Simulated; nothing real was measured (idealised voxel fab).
The document below concerns the process module designated voxel capacitor over wiring.
The width of the displayed cross-section, cut, is 195 nm; its cells are square, with a size of 5 nm.
How to read a cross-section here: the picture is a grid of square cells, written as bands going from the top down, and any band can span one or more rows of cells. First you get the band's top height and its bottom height, in nm, and then the materials it's made of, left to right, with each width in nm. If you see a single material with "edge to edge", that one covers the band edge to edge. "empty" is empty space. Where do heights start? At 0: under that level the wafer as delivered is made of one material only. And the lowest band has no floor; it just carries on downward, as in "from 0 down". It should be noted that a width expressed as "30..40" varies in equal increments from row to row of cells within the band, taking the value of the first number at the top row and that of the second number at the bottom row. You'll sometimes find "no alterations made" written for a step, and that's the way of saying that nowhere in the cross-section did a cell change during that step. Each empty space that has no open way to the top and spans at least 8 cells appears under "closed voids" as width x height at distance, the distance counted from the left edge, all in nm. That trailing text on a step's line, after the settings, is the simulator's own remark on the step. overlay nm, on a step with a mask: how far to the right of its planned place the mask lay; to the left if negative.

### Steps planned for the process
- 1: RECEIVE [material Si]
- 2: CONFORMAL_DEP [material SiO2] [thk nm 15]
- 3: DIRECTIONAL_DEP [material TiN] [thk nm 5]
- 4: DIRECTIONAL_DEP [material W] [thk nm 15]
- 5: DIRECTIONAL_DEP [material aC] [thk nm 15]
- 6: PATTERN [tone cover] [mask id METAL_1] [material resist] [width nm 20] [pitch nm 75] [thk nm 35] [overlay nm 0]
- 7: DIRECTIONAL_ETCH [etch materials aC] [depth nm 15]
- 8: STRIP [etch materials resist]
- 9: DIRECTIONAL_ETCH [etch materials W] [depth nm 15]
- 10: DIRECTIONAL_ETCH [etch materials TiN] [depth nm 5]
- 11: STRIP [etch materials aC]
- 12: CONFORMAL_DEP [material SiCN] [thk nm 5]
- 13: FILL_DEP [material lowk] [thk nm 5]
- 14: CMP [height nm 35]
- 15: CONFORMAL_DEP [material SiCN] [thk nm 5]
- 16: DIRECTIONAL_DEP [material lowk] [thk nm 10]
- 17: DIRECTIONAL_DEP [material aC] [thk nm 15]
- 18: PATTERN [tone open] [mask id PLUG_1] [material resist] [width nm 15] [thk nm 35] [overlay nm 0]
- 19: DIRECTIONAL_ETCH [etch materials aC] [depth nm 15]
- 20: STRIP [etch materials resist]
- 21: DIRECTIONAL_ETCH [etch materials lowk] [depth nm 10]
- 22: DIRECTIONAL_ETCH [etch materials SiCN] [depth nm 5]
- 23: STRIP [etch materials aC]
- 24: EPI [material Ru] [thk nm 10]
- 25: EPI [material Ru] [thk nm 5]
- 26: DIRECTIONAL_DEP [material TiN] [thk nm 5]
- 27: DIRECTIONAL_DEP [material Al2O3] [thk nm 5]
- 28: DIRECTIONAL_DEP [material TiN] [thk nm 10]
- 29: MASKED_ETCH [tone cover] [mask id UPPER_PLATE] [width nm 60] [etch materials TiN] [depth nm 10] [overlay nm 0]
- 30: MASKED_ETCH [tone cover] [mask id UPPER_PLATE] [width nm 60] [etch materials Al2O3] [depth nm 5] [overlay nm 0]
- 31: DIRECTIONAL_DEP [material aC] [thk nm 15]
- 32: PATTERN [tone cover] [mask id LOWER_PLATE] [material resist] [width nm 70] [thk nm 30] [overlay nm 0]
- 33: DIRECTIONAL_ETCH [etch materials aC] [depth nm 15]
- 34: STRIP [etch materials resist]
- 35: DIRECTIONAL_ETCH [etch materials TiN] [depth nm 5]
- 36: STRIP [etch materials aC]
- 37: FILL_DEP [material SiO2] [thk nm 20]
- 38: CMP [height nm 85]
- 39: MASKED_ETCH [tone open] [mask id PLUG_2] [width nm 15] [etch materials SiO2] [depth nm 15] [overlay nm 0]
- 40: CONFORMAL_DEP [material TiN] [thk nm 5]
- 41: FILL_DEP [material Cu] [thk nm 5]
- 42: CMP [height nm 85]
- 43: CONFORMAL_DEP [material SiCN] [thk nm 5]

### So, the first of our two wafers, run just as we planned it

### Cross-section: wafer on arrival = after step 1
	from 0 down: Si edge to edge
	closed voids: none

### Upon completion of step 2, the wafer appears in cross-section as shown
	from 15 to 0: SiO2 edge to edge
	Lower than 0, everything is as it was.

### Upon completion of step 3, the wafer appears in cross-section as shown
	from 20 to 15: TiN edge to edge
	Lower than 15, everything is as it was.

### Upon completion of step 4, the wafer appears in cross-section as shown
	from 35 to 20: W edge to edge
	Lower than 20, everything is as it was.

### Upon completion of step 5, the wafer appears in cross-section as shown
	from 50 to 35: aC edge to edge
	Lower than 35, everything is as it was.

### Upon completion of step 6, the wafer appears in cross-section as shown
	from 85 to 50: empty 50 nm, resist 20 nm, empty 55 nm, resist 20 nm, empty 50 nm
	Lower than 50, everything is as it was.

### Upon completion of step 7, the wafer appears in cross-section as shown
	from 70 to 50: empty 50 nm, resist 20 nm, empty 55 nm, resist 20 nm, empty 50 nm
	from 50 to 35: empty 50 nm, aC 20 nm, empty 55 nm, aC 20 nm, empty 50 nm
	Lower than 35, everything is as it was.

### Upon completion of step 8, the wafer appears in cross-section as shown
	from 50 to 35: empty 50 nm, aC 20 nm, empty 55 nm, aC 20 nm, empty 50 nm
	Lower than 35, everything is as it was.

### Upon completion of step 9, the wafer appears in cross-section as shown
	from 50 to 35: empty 50 nm, aC 20 nm, empty 55 nm, aC 20 nm, empty 50 nm
	from 35 to 20: empty 50 nm, W 20 nm, empty 55 nm, W 20 nm, empty 50 nm
	Lower than 20, everything is as it was.

### Upon completion of step 10, the wafer appears in cross-section as shown
	from 50 to 35: empty 50 nm, aC 20 nm, empty 55 nm, aC 20 nm, empty 50 nm
	from 35 to 20: empty 50 nm, W 20 nm, empty 55 nm, W 20 nm, empty 50 nm
	from 20 to 15: empty 50 nm, TiN 20 nm, empty 55 nm, TiN 20 nm, empty 50 nm
	Lower than 15, everything is as it was.

### Upon completion of step 11, the wafer appears in cross-section as shown
	from 35 to 20: empty 50 nm, W 20 nm, empty 55 nm, W 20 nm, empty 50 nm
	Lower than 20, everything is as it was.

### Upon completion of step 12, the wafer appears in cross-section as shown
	from 40 to 35: empty 45 nm, SiCN 30 nm, empty 45 nm, SiCN 30 nm, empty 45 nm
	from 35 to 20: empty 45 nm, SiCN 5 nm, W 20 nm, SiCN 5 nm, empty 45 nm, SiCN 5 nm, W 20 nm, SiCN 5 nm, empty 45 nm
	from 20 to 15: SiCN 50 nm, TiN 20 nm, SiCN 55 nm, TiN 20 nm, SiCN 50 nm
	Lower than 15, everything is as it was.

### Upon completion of step 13, the wafer appears in cross-section as shown
	from 45 to 40: lowk edge to edge
	from 40 to 35: lowk 45 nm, SiCN 30 nm, lowk 45 nm, SiCN 30 nm, lowk 45 nm
	from 35 to 20: lowk 45 nm, SiCN 5 nm, W 20 nm, SiCN 5 nm, lowk 45 nm, SiCN 5 nm, W 20 nm, SiCN 5 nm, lowk 45 nm
	Lower than 20, everything is as it was.

### Upon completion of step 14, the wafer appears in cross-section as shown
	from 35 to 20: lowk 45 nm, SiCN 5 nm, W 20 nm, SiCN 5 nm, lowk 45 nm, SiCN 5 nm, W 20 nm, SiCN 5 nm, lowk 45 nm
	Lower than 20, everything is as it was.

### Upon completion of step 15, the wafer appears in cross-section as shown
	from 40 to 35: SiCN edge to edge
	Lower than 35, everything is as it was.

### Upon completion of step 16, the wafer appears in cross-section as shown
	from 50 to 40: lowk edge to edge
	Lower than 40, everything is as it was.

### Upon completion of step 17, the wafer appears in cross-section as shown
	from 65 to 50: aC edge to edge
	Lower than 50, everything is as it was.

### Upon completion of step 18, the wafer appears in cross-section as shown
	from 100 to 65: resist 55 nm, empty 15 nm, resist 125 nm
	Lower than 65, everything is as it was.

### Upon completion of step 19, the wafer appears in cross-section as shown
	from 85 to 65: resist 55 nm, empty 15 nm, resist 125 nm
	from 65 to 50: aC 55 nm, empty 15 nm, aC 125 nm
	Lower than 50, everything is as it was.

### Upon completion of step 20, the wafer appears in cross-section as shown
	from 65 to 50: aC 55 nm, empty 15 nm, aC 125 nm
	Lower than 50, everything is as it was.

### Upon completion of step 21, the wafer appears in cross-section as shown
	from 65 to 50: aC 55 nm, empty 15 nm, aC 125 nm
	from 50 to 40: lowk 55 nm, empty 15 nm, lowk 125 nm
	Lower than 40, everything is as it was.

### Upon completion of step 22, the wafer appears in cross-section as shown
	from 65 to 50: aC 55 nm, empty 15 nm, aC 125 nm
	from 50 to 40: lowk 55 nm, empty 15 nm, lowk 125 nm
	from 40 to 35: SiCN 55 nm, empty 15 nm, SiCN 125 nm
	Lower than 35, everything is as it was.

### Upon completion of step 23, the wafer appears in cross-section as shown
	from 50 to 40: lowk 55 nm, empty 15 nm, lowk 125 nm
	Lower than 40, everything is as it was.

### Upon completion of step 24, the wafer appears in cross-section as shown
	from 50 to 45: lowk 55 nm, empty 15 nm, lowk 125 nm
	from 45 to 40: lowk 55 nm, Ru 15 nm, lowk 125 nm
	from 40 to 35: SiCN 55 nm, Ru 15 nm, SiCN 125 nm
	Lower than 35, everything is as it was.

### Upon completion of step 25, the wafer appears in cross-section as shown
	from 50 to 40: lowk 55 nm, Ru 15 nm, lowk 125 nm
	Lower than 40, everything is as it was.

### Upon completion of step 26, the wafer appears in cross-section as shown
	from 55 to 50: TiN edge to edge
	Lower than 50, everything is as it was.

### Upon completion of step 27, the wafer appears in cross-section as shown
	from 60 to 55: Al2O3 edge to edge
	Lower than 55, everything is as it was.

### Upon completion of step 28, the wafer appears in cross-section as shown
	from 70 to 60: TiN edge to edge
	Lower than 60, everything is as it was.

### Upon completion of step 29, the wafer appears in cross-section as shown
	from 70 to 60: empty 55 nm, TiN 60 nm, empty 80 nm
	Lower than 60, everything is as it was.

### Upon completion of step 30, the wafer appears in cross-section as shown
	from 70 to 60: empty 55 nm, TiN 60 nm, empty 80 nm
	from 60 to 55: empty 55 nm, Al2O3 60 nm, empty 80 nm
	Lower than 55, everything is as it was.

### Upon completion of step 31, the wafer appears in cross-section as shown
	from 85 to 70: empty 55 nm, aC 60 nm, empty 80 nm
	from 70 to 60: aC 55 nm, TiN 60 nm, aC 80 nm
	from 60 to 55: aC 55 nm, Al2O3 60 nm, aC 80 nm
	Lower than 55, everything is as it was.

### Upon completion of step 32, the wafer appears in cross-section as shown
	from 115 to 85: empty 50 nm, resist 70 nm, empty 75 nm
	from 85 to 70: empty 50 nm, resist 5 nm, aC 60 nm, resist 5 nm, empty 75 nm
	Lower than 70, everything is as it was.

### Upon completion of step 33, the wafer appears in cross-section as shown
	from 100 to 85: empty 50 nm, resist 70 nm, empty 75 nm
	from 85 to 70: empty 50 nm, resist 5 nm, aC 60 nm, resist 5 nm, empty 75 nm
	from 70 to 60: empty 50 nm, aC 5 nm, TiN 60 nm, aC 5 nm, empty 75 nm
	from 60 to 55: empty 50 nm, aC 5 nm, Al2O3 60 nm, aC 5 nm, empty 75 nm
	Lower than 55, everything is as it was.

### Upon completion of step 34, the wafer appears in cross-section as shown
	from 85 to 70: empty 55 nm, aC 60 nm, empty 80 nm
	Lower than 70, everything is as it was.

### Upon completion of step 35, the wafer appears in cross-section as shown
	from 85 to 70: empty 55 nm, aC 60 nm, empty 80 nm
	from 70 to 60: empty 50 nm, aC 5 nm, TiN 60 nm, aC 5 nm, empty 75 nm
	from 60 to 55: empty 50 nm, aC 5 nm, Al2O3 60 nm, aC 5 nm, empty 75 nm
	from 55 to 50: empty 50 nm, TiN 70 nm, empty 75 nm
	Lower than 50, everything is as it was.

### Upon completion of step 36, the wafer appears in cross-section as shown
	from 70 to 60: empty 55 nm, TiN 60 nm, empty 80 nm
	from 60 to 55: empty 55 nm, Al2O3 60 nm, empty 80 nm
	Lower than 55, everything is as it was.

### Upon completion of step 37, the wafer appears in cross-section as shown
	from 90 to 70: SiO2 edge to edge
	from 70 to 60: SiO2 55 nm, TiN 60 nm, SiO2 80 nm
	from 60 to 55: SiO2 55 nm, Al2O3 60 nm, SiO2 80 nm
	from 55 to 50: SiO2 50 nm, TiN 70 nm, SiO2 75 nm
	Lower than 50, everything is as it was.

### Upon completion of step 38, the wafer appears in cross-section as shown
	from 85 to 70: SiO2 edge to edge
	Lower than 70, everything is as it was.

### Upon completion of step 39, the wafer appears in cross-section as shown
	from 85 to 70: SiO2 65 nm, empty 15 nm, SiO2 115 nm
	Lower than 70, everything is as it was.

### Upon completion of step 40, the wafer appears in cross-section as shown
	from 90 to 85: TiN 70 nm, empty 5 nm, TiN 120 nm
	from 85 to 75: SiO2 65 nm, TiN 5 nm, empty 5 nm, TiN 5 nm, SiO2 115 nm
	from 75 to 70: SiO2 65 nm, TiN 15 nm, SiO2 115 nm
	Lower than 70, everything is as it was.

### Upon completion of step 41, the wafer appears in cross-section as shown
	from 95 to 90: Cu edge to edge
	from 90 to 85: TiN 70 nm, Cu 5 nm, TiN 120 nm
	from 85 to 75: SiO2 65 nm, TiN 5 nm, Cu 5 nm, TiN 5 nm, SiO2 115 nm
	Lower than 75, everything is as it was.

### Upon completion of step 42, the wafer appears in cross-section as shown
	from 85 to 75: SiO2 65 nm, TiN 5 nm, Cu 5 nm, TiN 5 nm, SiO2 115 nm
	Lower than 75, everything is as it was.

### Upon completion of step 43, the wafer appears in cross-section as shown
	from 90 to 85: SiCN edge to edge
	Lower than 85, everything is as it was.

### Regarding the second of the two wafers: it shared the first wafer's starting condition and process plan, yet one error occurred during its execution. Its history coincides with that of the first wafer up to and including step 23

### Second wafer: cross-section at the scheduled end of step 24
	from 55 to 50: empty 50 nm, Ru 25 nm, empty 120 nm
	from 50 to 40: lowk 55 nm, Ru 15 nm, lowk 125 nm
	from 40 to 35: SiCN 55 nm, Ru 15 nm, SiCN 125 nm
	Lower than 35, everything is as it was.

### Second wafer: cross-section at the scheduled end of step 25
	from 60 to 50: empty 45 nm, Ru 35 nm, empty 115 nm
	Lower than 50, everything is as it was.

### Second wafer: cross-section at the scheduled end of step 26
	from 65 to 60: empty 45 nm, TiN 35 nm, empty 115 nm
	from 60 to 55: empty 45 nm, Ru 35 nm, empty 115 nm
	from 55 to 50: TiN 45 nm, Ru 35 nm, TiN 115 nm
	Lower than 50, everything is as it was.

### Second wafer: cross-section at the scheduled end of step 27
	from 70 to 65: empty 45 nm, Al2O3 35 nm, empty 115 nm
	from 65 to 60: empty 45 nm, TiN 35 nm, empty 115 nm
	from 60 to 55: Al2O3 45 nm, Ru 35 nm, Al2O3 115 nm
	Lower than 55, everything is as it was.

### Second wafer: cross-section at the scheduled end of step 28
	from 80 to 70: empty 45 nm, TiN 35 nm, empty 115 nm
	from 70 to 65: TiN 45 nm, Al2O3 35 nm, TiN 115 nm
	from 65 to 60: TiN edge to edge
	Lower than 60, everything is as it was.

### Second wafer: cross-section at the scheduled end of step 29
	from 80 to 70: empty 55 nm, TiN 25 nm, empty 115 nm
	from 70 to 65: empty 45 nm, Al2O3 35 nm, TiN 35 nm, empty 80 nm
	from 65 to 60: empty 45 nm, TiN 70 nm, empty 80 nm
	Lower than 60, everything is as it was.

### Second wafer: cross-section at the scheduled end of step 30
	from 80 to 70: empty 55 nm, TiN 25 nm, empty 115 nm
	from 70 to 65: empty 55 nm, Al2O3 25 nm, TiN 35 nm, empty 80 nm
	from 65 to 60: empty 45 nm, TiN 70 nm, empty 80 nm
	from 60 to 55: empty 45 nm, Ru 35 nm, Al2O3 35 nm, empty 80 nm
	Lower than 55, everything is as it was.

### Second wafer: cross-section at the scheduled end of step 31
	from 95 to 85: empty 55 nm, aC 25 nm, empty 115 nm
	from 85 to 80: empty 55 nm, aC 60 nm, empty 80 nm
	from 80 to 70: empty 45 nm, aC 10 nm, TiN 25 nm, aC 35 nm, empty 80 nm
	from 70 to 65: aC 55 nm, Al2O3 25 nm, TiN 35 nm, aC 80 nm
	from 65 to 60: aC 45 nm, TiN 70 nm, aC 80 nm
	from 60 to 55: aC 45 nm, Ru 35 nm, Al2O3 35 nm, aC 80 nm
	Lower than 55, everything is as it was.

### Second wafer: cross-section at the scheduled end of step 32
	from 125 to 95: empty 50 nm, resist 70 nm, empty 75 nm
	from 95 to 85: empty 50 nm, resist 5 nm, aC 25 nm, resist 40 nm, empty 75 nm
	from 85 to 80: empty 50 nm, resist 5 nm, aC 60 nm, resist 5 nm, empty 75 nm
	from 80 to 70: empty 45 nm, aC 10 nm, TiN 25 nm, aC 35 nm, resist 5 nm, empty 75 nm
	Lower than 70, everything is as it was.

### Second wafer: cross-section at the scheduled end of step 33
	from 110 to 95: empty 50 nm, resist 70 nm, empty 75 nm
	from 95 to 85: empty 50 nm, resist 5 nm, aC 25 nm, resist 40 nm, empty 75 nm
	from 85 to 80: empty 50 nm, resist 5 nm, aC 60 nm, resist 5 nm, empty 75 nm
	from 80 to 70: empty 50 nm, aC 5 nm, TiN 25 nm, aC 35 nm, resist 5 nm, empty 75 nm
	from 70 to 65: empty 50 nm, aC 5 nm, Al2O3 25 nm, TiN 35 nm, aC 5 nm, empty 75 nm
	from 65 to 60: empty 45 nm, TiN 70 nm, aC 5 nm, empty 75 nm
	from 60 to 55: empty 45 nm, Ru 35 nm, Al2O3 35 nm, aC 5 nm, empty 75 nm
	Lower than 55, everything is as it was.

### Second wafer: cross-section at the scheduled end of step 34
	from 95 to 85: empty 55 nm, aC 25 nm, empty 115 nm
	from 85 to 80: empty 55 nm, aC 60 nm, empty 80 nm
	from 80 to 70: empty 50 nm, aC 5 nm, TiN 25 nm, aC 35 nm, empty 80 nm
	Lower than 70, everything is as it was.

### Second wafer: cross-section at the scheduled end of step 35
	from 95 to 85: empty 55 nm, aC 25 nm, empty 115 nm
	from 85 to 80: empty 55 nm, aC 60 nm, empty 80 nm
	from 80 to 70: empty 50 nm, aC 5 nm, TiN 25 nm, aC 35 nm, empty 80 nm
	from 70 to 65: empty 50 nm, aC 5 nm, Al2O3 25 nm, TiN 35 nm, aC 5 nm, empty 75 nm
	from 65 to 60: empty 50 nm, TiN 65 nm, aC 5 nm, empty 75 nm
	from 60 to 55: empty 45 nm, Ru 35 nm, Al2O3 35 nm, aC 5 nm, empty 75 nm
	from 55 to 50: empty 45 nm, Ru 35 nm, TiN 40 nm, empty 75 nm
	Lower than 50, everything is as it was.

### Second wafer: cross-section at the scheduled end of step 36
	from 80 to 70: empty 55 nm, TiN 25 nm, empty 115 nm
	from 70 to 65: empty 55 nm, Al2O3 25 nm, TiN 35 nm, empty 80 nm
	from 65 to 60: empty 50 nm, TiN 65 nm, empty 80 nm
	from 60 to 55: empty 45 nm, Ru 35 nm, Al2O3 35 nm, empty 80 nm
	Lower than 55, everything is as it was.

### Second wafer: cross-section at the scheduled end of step 37
	from 100 to 80: SiO2 edge to edge
	from 80 to 70: SiO2 55 nm, TiN 25 nm, SiO2 115 nm
	from 70 to 65: SiO2 55 nm, Al2O3 25 nm, TiN 35 nm, SiO2 80 nm
	from 65 to 60: SiO2 50 nm, TiN 65 nm, SiO2 80 nm
	from 60 to 55: SiO2 45 nm, Ru 35 nm, Al2O3 35 nm, SiO2 80 nm
	from 55 to 50: SiO2 45 nm, Ru 35 nm, TiN 40 nm, SiO2 75 nm
	Lower than 50, everything is as it was.

### Second wafer: cross-section at the scheduled end of step 38
	from 85 to 80: SiO2 edge to edge
	Lower than 80, everything is as it was.

### Second wafer: cross-section at the scheduled end of step 39
	from 85 to 80: SiO2 65 nm, empty 15 nm, SiO2 115 nm
	Lower than 80, everything is as it was.

### Second wafer: cross-section at the scheduled end of step 40
	from 90 to 85: TiN 70 nm, empty 5 nm, TiN 120 nm
	from 85 to 80: SiO2 65 nm, TiN 15 nm, SiO2 115 nm
	Lower than 80, everything is as it was.

### Second wafer: cross-section at the scheduled end of step 41
	from 95 to 90: Cu edge to edge
	from 90 to 85: TiN 70 nm, Cu 5 nm, TiN 120 nm
	Lower than 85, everything is as it was.

### Second wafer: cross-section at the scheduled end of step 42
	from 85 to 80: SiO2 65 nm, TiN 15 nm, SiO2 115 nm
	Lower than 80, everything is as it was.

### Second wafer: cross-section at the scheduled end of step 43
	from 90 to 85: SiCN edge to edge
	Lower than 85, everything is as it was.
what went wrong: step 24, plan: ran twice
Once processing is complete, comparing cell counts shows that the second wafer has more or fewer of certain materials than the first: Cu: 2 fewer; Ru: 14 more; SiO2: 8 fewer; TiN: 4 fewer
